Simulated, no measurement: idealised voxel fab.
Proc. module: voxel air gaps
The width of the displayed cross-section, cut, is 300 nm; its cells are square, with a size of 5 nm.
When this document writes out a cross-section, it uses a grid of square cells and lists it as bands, beginning at the top and moving down, with a band standing for one or more rows of cells. Top height, bottom height, nm. Materials left to right, width each, nm. Single material + "everywhere" = fills band edge to edge. "blank" = empty. Ref level 0: as-received wafer is one material below here. Bottom band extends down with no lower bound ("0..down"). Width "30->40": first value at the band's top row of cells, second value at its bottom row, equal change from row to row. Step marked "nothing was modified"? Then no cell in the cross-section changed in it. "Listed closed voids" enumerates empty spaces isolated from the top, with no open way to it, that contain at least 8 cells, giving each as width x height at distance from the left edge, all three in nm. Whatever follows a step's settings on its line is a remark the simulator itself makes about that step. A step's line can hold "overlay nm"; with a mask on that step, the setting says how far right of the planned place the mask lay, while a negative setting says it lay to the left.

STEPS PLANNED FOR THE PROCESS
| 1 | op RECEIVE | material Si |
| 2 | op CONFORMAL_DEP | material SiO2 | thk nm 10 |
| 3 | op CONFORMAL_DEP | material SiN | thk nm 5 |
| 4 | op DIRECTIONAL_DEP | material lowk | thk nm 40 |
| 5 | op MASKED_ETCH | tone open | mask id LINES | width nm 15 | pitch nm 45 | etch materials lowk | depth nm 40 | overlay nm 0 |
| 6 | op CONFORMAL_DEP | material TiN | thk nm 5 |
| 7 | op FILL_DEP | material Ru | thk nm 10 |
| 8 | op CMP | height nm 55 |
| 9 | op EPI | material Ru | thk nm 10 |
| 10 | op SELECTIVE_ETCH | etch materials lowk | depth nm 50 |
| 11 | op CONFORMAL_DEP | material SiN | thk nm 5 |
Wafers differ in width nm at step 5; plan lists the first wafer's value; identical starting state.

THE AS-RECEIVED CROSS-SECTION OF THE FIRST OF SEVERAL WAFERS CORRESPONDS TO THE STATE AFTER STEP 1
    0..down  Si everywhere
    Listed closed voids: none

PER WAFER, END OF MODULE: CELLS GAINED (+) OR LOST (-) PER MATERIAL SINCE RECEIPT, THEN CLOSED VOIDS
width nm 15 | +63 Ru | +204 SiN | +120 SiO2 | +51 TiN | Listed closed voids: 20 x 30 at 115; 20 x 30 at 160
width nm 20 | +90 Ru | +196 SiN | +120 SiO2 | +54 TiN | Listed closed voids: 15 x 30 at 120; 15 x 30 at 165
width nm 25 | +117 Ru | +148 SiN | +120 SiO2 | +57 TiN | +64 lowk | Listed closed voids: none
width nm 30 | +140 Ru | +148 SiN | +120 SiO2 | +60 TiN | +48 lowk | Listed closed voids: none
